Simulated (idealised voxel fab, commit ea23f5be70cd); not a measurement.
Process module heading - voxel fin reveal
Section shown: cut. Width: 190 nm. Cell size: 5 nm, square.
Think of the cross-section as a grid of square cells. We describe it in bands, top to bottom, and each band covers one or more rows of those cells. Look at the band entry: it leads with the top's height and the bottom's height in nm. Then it lists the materials left to right, with a width in nm for each. The word "full width" on a single material says that material fills the band edge to edge. The word "blank" is empty space. Ref level 0: as-received wafer is one material below here. Bottom band extends down with no lower bound ("0 down"). The expression "30..40" gives the width at the extremes of the band, the first number at its top row of cells and the second at its bottom row, with the width changing by equal amounts from each row to the next in between. Key: "stayed the same" - step with no changed cell in the cross-section. In "Closed cavity list" the enclosed voids are listed, meaning empty spaces of 8 cells or larger without any opening to the top. The form is width x height at distance, distance from the left edge, units nm. Post-settings text on a step line: simulator's own remark regarding the step. overlay nm: for a step with a mask, the amount by which the mask lay right of where it was planned; a negative amount means left of it.
Intended process steps
1 RECEIVE, material Si
2 CONFORMAL_DEP, material SiN, thk nm 10
3 DIRECTIONAL_DEP, material aC, thk nm 10
4 PATTERN, tone cover, mask id FINS, material resist, width nm 15, pitch nm 40, thk nm 25, overlay nm 0
5 DIRECTIONAL_ETCH, etch materials aC, depth nm 10
6 STRIP, etch materials resist
7 DIRECTIONAL_ETCH, etch materials SiN, depth nm 10
8 DIRECTIONAL_ETCH, etch materials Si, depth nm 30
9 STRIP, etch materials aC
10 FILL_DEP, material SiO2, thk nm 10
11 CMP, height nm 10
12 SELECTIVE_ETCH, etch materials SiO2, depth nm 20
13 STRIP, etch materials SiN
14 CONFORMAL_DEP, material SiO2, thk nm 5
The first of a set of two wafers, run to plan
Wafer cross-section on receipt, i.e. after step 1
- 0 down = Si full width
- Closed cavity list: none
How the wafer stands in section after step 2
- 10 to 0 = SiN full width
- Everything under 0 stays put, no change at all.
How the wafer stands in section after step 3
- 20 to 10 = aC full width
- Everything under 10 stays put, no change at all.
How the wafer stands in section after step 4
- 45 to 20 = 65 of blank, 15 of resist, 25 of blank, 15 of resist, 70 of blank
- Everything under 20 stays put, no change at all.
How the wafer stands in section after step 5
- 35 to 20 = 65 of blank, 15 of resist, 25 of blank, 15 of resist, 70 of blank
- 20 to 10 = 65 of blank, 15 of aC, 25 of blank, 15 of aC, 70 of blank
- Everything under 10 stays put, no change at all.
How the wafer stands in section after step 6
- 20 to 10 = 65 of blank, 15 of aC, 25 of blank, 15 of aC, 70 of blank
- Everything under 10 stays put, no change at all.
How the wafer stands in section after step 7
- 20 to 10 = 65 of blank, 15 of aC, 25 of blank, 15 of aC, 70 of blank
- 10 to 0 = 65 of blank, 15 of SiN, 25 of blank, 15 of SiN, 70 of blank
- Everything under 0 stays put, no change at all.
How the wafer stands in section after step 8
- 20 to 10 = 65 of blank, 15 of aC, 25 of blank, 15 of aC, 70 of blank
- 10 to 0 = 65 of blank, 15 of SiN, 25 of blank, 15 of SiN, 70 of blank
- 0 to -30 = 65 of blank, 15 of Si, 25 of blank, 15 of Si, 70 of blank
- Everything under -30 stays put, no change at all.
How the wafer stands in section after step 9
- 10 to 0 = 65 of blank, 15 of SiN, 25 of blank, 15 of SiN, 70 of blank
- Everything under 0 stays put, no change at all.
How the wafer stands in section after step 10
- 20 to 10 = SiO2 full width
- 10 to 0 = 65 of SiO2, 15 of SiN, 25 of SiO2, 15 of SiN, 70 of SiO2
- 0 to -30 = 65 of SiO2, 15 of Si, 25 of SiO2, 15 of Si, 70 of SiO2
- Everything under -30 stays put, no change at all.
How the wafer stands in section after step 11
- 10 to 0 = 65 of SiO2, 15 of SiN, 25 of SiO2, 15 of SiN, 70 of SiO2
- Everything under 0 stays put, no change at all.
How the wafer stands in section after step 12
- 10 to 0 = 65 of blank, 15 of SiN, 25 of blank, 15 of SiN, 70 of blank
- 0 to -10 = 65 of blank, 15 of Si, 25 of blank, 15 of Si, 70 of blank
- Everything under -10 stays put, no change at all.
How the wafer stands in section after step 13
- 0 to -10 = 65 of blank, 15 of Si, 25 of blank, 15 of Si, 70 of blank
- Everything under -10 stays put, no change at all.
How the wafer stands in section after step 14
- 5 to 0 = 60 of blank, 25 of SiO2, 15 of blank, 25 of SiO2, 65 of blank
- 0 to -5 = 60 of blank, 5 of SiO2, 15 of Si, 5 of SiO2, 15 of blank, 5 of SiO2, 15 of Si, 5 of SiO2, 65 of blank
- -5 to -30 = 65 of SiO2, 15 of Si, 25 of SiO2, 15 of Si, 70 of SiO2
- Everything under -30 stays put, no change at all.
second wafer: like start, like plan, one mistake. Through step 3 it matches the first wafer
Second wafer, sectioned view, at step 4's planned end time
- 45 to 20 = 55 of blank, 15 of resist, 25 of blank, 15 of resist, 80 of blank
- Everything under 20 stays put, no change at all.
Second wafer, sectioned view, at step 5's planned end time
- 35 to 20 = 55 of blank, 15 of resist, 25 of blank, 15 of resist, 80 of blank
- 20 to 10 = 55 of blank, 15 of aC, 25 of blank, 15 of aC, 80 of blank
- Everything under 10 stays put, no change at all.
Second wafer, sectioned view, at step 6's planned end time
- 20 to 10 = 55 of blank, 15 of aC, 25 of blank, 15 of aC, 80 of blank
- Everything under 10 stays put, no change at all.
Second wafer, sectioned view, at step 7's planned end time
- 20 to 10 = 55 of blank, 15 of aC, 25 of blank, 15 of aC, 80 of blank
- 10 to 0 = 55 of blank, 15 of SiN, 25 of blank, 15 of SiN, 80 of blank
- Everything under 0 stays put, no change at all.
Second wafer, sectioned view, at step 8's planned end time
- 20 to 10 = 55 of blank, 15 of aC, 25 of blank, 15 of aC, 80 of blank
- 10 to 0 = 55 of blank, 15 of SiN, 25 of blank, 15 of SiN, 80 of blank
- 0 to -30 = 55 of blank, 15 of Si, 25 of blank, 15 of Si, 80 of blank
- Everything under -30 stays put, no change at all.
Second wafer, sectioned view, at step 9's planned end time
- 10 to 0 = 55 of blank, 15 of SiN, 25 of blank, 15 of SiN, 80 of blank
- Everything under 0 stays put, no change at all.
Second wafer, sectioned view, at step 10's planned end time
- 20 to 10 = SiO2 full width
- 10 to 0 = 55 of SiO2, 15 of SiN, 25 of SiO2, 15 of SiN, 80 of SiO2
- 0 to -30 = 55 of SiO2, 15 of Si, 25 of SiO2, 15 of Si, 80 of SiO2
- Everything under -30 stays put, no change at all.
Second wafer, sectioned view, at step 11's planned end time
- 10 to 0 = 55 of SiO2, 15 of SiN, 25 of SiO2, 15 of SiN, 80 of SiO2
- Everything under 0 stays put, no change at all.
Second wafer, sectioned view, at step 12's planned end time
- 10 to 0 = 55 of blank, 15 of SiN, 25 of blank, 15 of SiN, 80 of blank
- 0 to -10 = 55 of blank, 15 of Si, 25 of blank, 15 of Si, 80 of blank
- Everything under -10 stays put, no change at all.
Second wafer, sectioned view, at step 13's planned end time
- 0 to -10 = 55 of blank, 15 of Si, 25 of blank, 15 of Si, 80 of blank
- Everything under -10 stays put, no change at all.
Second wafer, sectioned view, at step 14's planned end time
- 5 to 0 = 50 of blank, 25 of SiO2, 15 of blank, 25 of SiO2, 75 of blank
- 0 to -5 = 50 of blank, 5 of SiO2, 15 of Si, 5 of SiO2, 15 of blank, 5 of SiO2, 15 of Si, 5 of SiO2, 75 of blank
- -5 to -30 = 55 of SiO2, 15 of Si, 25 of SiO2, 15 of Si, 80 of SiO2
- Everything under -30 stays put, no change at all.
what went wrong: step 4 ran as: PATTERN, tone cover, mask id FINS, material resist, width nm 15, pitch nm 40, thk nm 25, overlay nm -10
Heads up: at the end the two wafers have identical cell counts per material, they're just laid out differently.
